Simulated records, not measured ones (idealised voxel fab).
process module | voxel wiring stack
cross-section cut | 240 nm wide | cells 5 nm
A cross-section is a grid of square cells, given in bands from the top down. A band is one or more rows of cells.
Each band's line starts with the height of the band's top and of its bottom, in nm. Then come its materials from left to right, each with its width in nm. One material with "throughout" fills the band from edge to edge. "air" is empty space.
Height 0 is the level under which the wafer as received is all one material. The lowest band goes on downwards, as in "0 down".
A width such as "30 to 40" changes by the same amount from each row of cells to the next, from the band's top row to its bottom row.
"no change" after a step means that no cell of the cross-section changed.
closed voids: empty space of 8 cells or more with no open way to the top, each as width x height at its distance from the left edge, in nm
after a step's settings: what the simulator itself notes on the step
overlay nm, on a step with a mask: how far to the right of its planned place the mask lay; to the left if negative
plan
1 op RECEIVE | material Si
2 op CONFORMAL_DEP | material SiO2 | thk nm 15
3 op CONFORMAL_DEP | material SiN | thk nm 5
4 op DIRECTIONAL_DEP | material lowk | thk nm 20
5 op PATTERN | tone open | mask id METAL_1 | material resist | width nm 30 | pitch nm 45 | thk nm 15 | overlay nm -15
6 op DIRECTIONAL_ETCH | etch materials lowk | depth nm 20
7 op DIRECTIONAL_ETCH | etch materials SiN | depth nm 5
8 op STRIP | etch materials resist
9 op CONFORMAL_DEP | material TiN | thk nm 5
10 op FILL_DEP | material Cu | thk nm 5
11 op CMP | height nm 40
12 op CONFORMAL_DEP | material SiCN | thk nm 5
13 op DIRECTIONAL_DEP | material lowk | thk nm 20
14 op MASKED_ETCH | tone open | mask id PLUG_1 | width nm 15 | pitch nm 45 | etch materials lowk | depth nm 20 | overlay nm 0
15 op MASKED_ETCH | tone open | mask id PLUG_1 | width nm 15 | pitch nm 45 | etch materials SiCN | depth nm 5 | overlay nm 0
16 op CONFORMAL_DEP | material TiN | thk nm 5
17 op FILL_DEP | material Cu | thk nm 5
18 op CMP | height nm 65
19 op CONFORMAL_DEP | material SiCN | thk nm 5
20 op DIRECTIONAL_DEP | material lowk | thk nm 20
21 op DIRECTIONAL_DEP | material aC | thk nm 15
22 op PATTERN | tone open | mask id METAL_2 | material resist | width nm 30 | pitch nm 45 | thk nm 35 | overlay nm 0
23 op DIRECTIONAL_ETCH | etch materials aC | depth nm 15
24 op STRIP | etch materials resist
25 op DIRECTIONAL_ETCH | etch materials lowk | depth nm 20
26 op DIRECTIONAL_ETCH | etch materials SiCN | depth nm 5
27 op STRIP | etch materials aC
28 op CONFORMAL_DEP | material TiN | thk nm 5
29 op FILL_DEP | material W | thk nm 5
30 op CMP | height nm 90
31 op EPI | material Ru | thk nm 5
32 op FILL_DEP | material SiCN | thk nm 5
33 op DIRECTIONAL_DEP | material lowk | thk nm 35
34 op PATTERN | tone open | mask id METAL_3 | material resist | width nm 30 | pitch nm 45 | thk nm 20 | overlay nm 0
35 op DIRECTIONAL_ETCH | etch materials lowk | depth nm 20
36 op STRIP | etch materials resist
37 op MASKED_ETCH | tone open | mask id METAL_3_HOLES | width nm 15 | pitch nm 45 | etch materials lowk | depth nm 15 | overlay nm 0
38 op MASKED_ETCH | tone open | mask id METAL_3_HOLES | width nm 15 | pitch nm 45 | etch materials SiCN | depth nm 5 | overlay nm 0
39 op CONFORMAL_DEP | material TiN | thk nm 5
40 op FILL_DEP | material Cu | thk nm 5
41 op CMP | height nm 135
42 op CONFORMAL_DEP | material SiCN | thk nm 5
varied across the wafers: overlay nm of step 5. The plan shows the first wafer's value. All wafers start alike
first wafer as received, after step 1
  0 down: Si throughout
  closed voids: none
each wafer at the end: cells of each material gained (+) or lost (-) since it was received, then its closed voids
overlay nm -15 | +144 Cu | +32 Ru | +160 SiCN | +24 SiN | +144 SiO2 | +236 TiN | +64 W | +540 lowk | closed voids: none
overlay nm -10 | +144 Cu | +32 Ru | +160 SiCN | +24 SiN | +144 SiO2 | +236 TiN | +64 W | +540 lowk | closed voids: none
overlay nm -5 | +144 Cu | +32 Ru | +160 SiCN | +24 SiN | +144 SiO2 | +236 TiN | +64 W | +540 lowk | closed voids: none
overlay nm 0 | +144 Cu | +32 Ru | +160 SiCN | +24 SiN | +144 SiO2 | +236 TiN | +64 W | +540 lowk | closed voids: none
overlay nm 5 | +144 Cu | +32 Ru | +160 SiCN | +24 SiN | +144 SiO2 | +236 TiN | +64 W | +540 lowk | closed voids: none
overlay nm 10 | +144 Cu | +32 Ru | +160 SiCN | +24 SiN | +144 SiO2 | +236 TiN | +64 W | +540 lowk | closed voids: none
overlay nm 15 | +144 Cu | +32 Ru | +160 SiCN | +24 SiN | +144 SiO2 | +236 TiN | +64 W | +540 lowk | closed voids: none
